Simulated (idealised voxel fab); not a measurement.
Presented below is a process module, voxel gate over fins.
Cross-section cut: width 155 nm, square cells of 5 nm.
A cross-section in this document is a grid of square cells, and it is written down as bands, the top band listed before the ones below it; a band is made up of one or more rows of cells.
Within each band entry, the heights of the top and of the bottom of the band appear first, in that order and in nm; the materials of the band then follow from left to right, each with its corresponding width in nm. The designation "everywhere" on a single material indicates that it fills the band from edge to edge; the designation "air" indicates empty space.
Where do heights start? At 0: under that level the wafer as delivered is made of one material only. And the lowest band has no floor; it just carries on downward, as in "0..down".
The expression "30->40" gives the width at the extremes of the band, the first number at its top row of cells and the second at its bottom row, with the width changing by equal amounts from each row to the next in between.
You'll sometimes find "left unchanged" written for a step, and that's the way of saying that nowhere in the cross-section did a cell change during that step.
So "Closed cavities" is basically the list of trapped voids: any empty space of 8 cells or more that can't reach the top through an opening. They're written width x height at distance, the distance being from the left edge, and it's all nm.
On each step's line, the part that comes after the settings is the simulator's own comment on the step.
Each step line may optionally specify "overlay nm", which for a step with a mask gives the rightward distance between the mask's planned place and where it lay, a negative value indicating the leftward direction.

# The planned process steps are enumerated hereunder
step 1: op RECEIVE | material Si
step 2: op CONFORMAL_DEP | material SiN | thk nm 10
step 3: op MASKED_ETCH | tone cover | mask id FINS | width nm 15 | pitch nm 40 | etch materials SiN | depth nm 10 | overlay nm 0
step 4: op MASKED_ETCH | tone cover | mask id FINS | width nm 15 | pitch nm 40 | etch materials Si | depth nm 40 | overlay nm 0
step 5: op OXIDIZE | depth nm 5
step 6: op FILL_DEP | material SiO2 | thk nm 10
step 7: op CMP | height nm 10
step 8: op SELECTIVE_ETCH | etch materials SiO2 | depth nm 25
step 9: op STRIP | etch materials SiN
step 10: op CONFORMAL_DEP | material HfO2 | thk nm 5
step 11: op CONFORMAL_DEP | material TiN | thk nm 5
step 12: op CONFORMAL_DEP | material TiAl | thk nm 5
step 13: op CONFORMAL_DEP | material TiN | thk nm 5
step 14: op FILL_DEP | material W | thk nm 10
step 15: op CMP | height nm 25
step 16: op CONFORMAL_DEP | material SiCN | thk nm 5

# First of two wafers: run as planned

# Cross-sectional view of the wafer in its as-received condition, corresponding to the state after step 1
* 0..down  Si everywhere
* Closed cavities: none

# Step 2 complete: cross-section through the wafer
* 10..0  SiN everywhere
* Rest of section, below 0: as before.

# Step 3 complete: cross-section through the wafer
* 10..0  50 air | 15 SiN | 25 air | 15 SiN | 50 air
* Rest of section, below 0: as before.

# Step 4 complete: cross-section through the wafer
* 10..0  50 air | 15 SiN | 25 air | 15 SiN | 50 air
* 0..-40  50 air | 15 Si | 25 air | 15 Si | 50 air
* Rest of section, below -40: as before.

# Step 5 complete: cross-section through the wafer
* 10..0  50 air | 15 SiN | 25 air | 15 SiN | 50 air
* 0..-40  50 air | 5 SiO2 | 5 Si | 5 SiO2 | 25 air | 5 SiO2 | 5 Si | 5 SiO2 | 50 air
* -40..-45  55 SiO2 | 5 Si | 35 SiO2 | 5 Si | 55 SiO2
* Rest of section, below -45: as before.

# Step 6 complete: cross-section through the wafer
* 20..10  SiO2 everywhere
* 10..0  50 SiO2 | 15 SiN | 25 SiO2 | 15 SiN | 50 SiO2
* 0..-45  55 SiO2 | 5 Si | 35 SiO2 | 5 Si | 55 SiO2
* Rest of section, below -45: as before.

# Step 7 complete: cross-section through the wafer
* 10..0  50 SiO2 | 15 SiN | 25 SiO2 | 15 SiN | 50 SiO2
* Rest of section, below 0: as before.

# Step 8 complete: cross-section through the wafer
* 10..0  50 air | 15 SiN | 25 air | 15 SiN | 50 air
* 0..-15  55 air | 5 Si | 35 air | 5 Si | 55 air
* Rest of section, below -15: as before.

# Step 9 complete: cross-section through the wafer
* 0..-15  55 air | 5 Si | 35 air | 5 Si | 55 air
* Rest of section, below -15: as before.

# Step 10 complete: cross-section through the wafer
* 5..0  50 air | 15 HfO2 | 25 air | 15 HfO2 | 50 air
* 0..-10  50 air | 5 HfO2 | 5 Si | 5 HfO2 | 25 air | 5 HfO2 | 5 Si | 5 HfO2 | 50 air
* -10..-15  55 HfO2 | 5 Si | 35 HfO2 | 5 Si | 55 HfO2
* Rest of section, below -15: as before.

# Step 11 complete: cross-section through the wafer
* 10..5  45 air | 25 TiN | 15 air | 25 TiN | 45 air
* 5..0  45 air | 5 TiN | 15 HfO2 | 5 TiN | 15 air | 5 TiN | 15 HfO2 | 5 TiN | 45 air
* 0..-5  45 air | 5 TiN | 5 HfO2 | 5 Si | 5 HfO2 | 5 TiN | 15 air | 5 TiN | 5 HfO2 | 5 Si | 5 HfO2 | 5 TiN | 45 air
* -5..-10  50 TiN | 5 HfO2 | 5 Si | 5 HfO2 | 25 TiN | 5 HfO2 | 5 Si | 5 HfO2 | 50 TiN
* Rest of section, below -10: as before.

# Step 12 complete: cross-section through the wafer
* 15..10  40 air | 35 TiAl | 5 air | 35 TiAl | 40 air
* 10..5  40 air | 5 TiAl | 25 TiN | 5 TiAl | 5 air | 5 TiAl | 25 TiN | 5 TiAl | 40 air
* 5..0  40 air | 5 TiAl | 5 TiN | 15 HfO2 | 5 TiN | 5 TiAl | 5 air | 5 TiAl | 5 TiN | 15 HfO2 | 5 TiN | 5 TiAl | 40 air
* 0..-5  45 TiAl | 5 TiN | 5 HfO2 | 5 Si | 5 HfO2 | 5 TiN | 15 TiAl | 5 TiN | 5 HfO2 | 5 Si | 5 HfO2 | 5 TiN | 45 TiAl
* Rest of section, below -5: as before.

# Step 13 complete: cross-section through the wafer
* 20..15  35 air | 85 TiN | 35 air
* 15..10  35 air | 5 TiN | 35 TiAl | 5 TiN | 35 TiAl | 5 TiN | 35 air
* 10..5  35 air | 5 TiN | 5 TiAl | 25 TiN | 5 TiAl | 5 TiN | 5 TiAl | 25 TiN | 5 TiAl | 5 TiN | 35 air
* 5..0  40 TiN | 5 TiAl | 5 TiN | 15 HfO2 | 5 TiN | 5 TiAl | 5 TiN | 5 TiAl | 5 TiN | 15 HfO2 | 5 TiN | 5 TiAl | 40 TiN
* Rest of section, below 0: as before.

# Step 14 complete: cross-section through the wafer
* 30..20  W everywhere
* 20..15  35 W | 85 TiN | 35 W
* 15..10  35 W | 5 TiN | 35 TiAl | 5 TiN | 35 TiAl | 5 TiN | 35 W
* 10..5  35 W | 5 TiN | 5 TiAl | 25 TiN | 5 TiAl | 5 TiN | 5 TiAl | 25 TiN | 5 TiAl | 5 TiN | 35 W
* Rest of section, below 5: as before.

# Step 15 complete: cross-section through the wafer
* 25..20  W everywhere
* Rest of section, below 20: as before.

# Step 16 complete: cross-section through the wafer
* 30..25  SiCN everywhere
* Rest of section, below 25: as before.

# Second of two: same start, same plan, one run error; steps up to and including 11 match the first

Here is the second wafer in cross-section at the point where step 12 of the plan should have been done: left unchanged

# Here is the second wafer in cross-section at the point where step 13 of the plan should have been done
* 15..5  40 air | 35 TiN | 5 air | 35 TiN | 40 air
* 5..0  40 air | 10 TiN | 15 HfO2 | 10 TiN | 5 air | 10 TiN | 15 HfO2 | 10 TiN | 40 air
* 0..-10  50 TiN | 5 HfO2 | 5 Si | 5 HfO2 | 25 TiN | 5 HfO2 | 5 Si | 5 HfO2 | 50 TiN
* Rest of section, below -10: as before.

# Here is the second wafer in cross-section at the point where step 14 of the plan should have been done
* 25..15  W everywhere
* 15..5  40 W | 35 TiN | 5 W | 35 TiN | 40 W
* 5..0  40 W | 10 TiN | 15 HfO2 | 10 TiN | 5 W | 10 TiN | 15 HfO2 | 10 TiN | 40 W
* Rest of section, below 0: as before.

Here is the second wafer in cross-section at the point where step 15 of the plan should have been done: left unchanged

# Here is the second wafer in cross-section at the point where step 16 of the plan should have been done
* 30..25  SiCN everywhere
* Rest of section, below 25: as before.
what went wrong: not run: step 12 of the plan (skipped)
End of process, cell counts, second wafer against first, materials with more or fewer: -43 TiAl | +3 TiN | +40 W
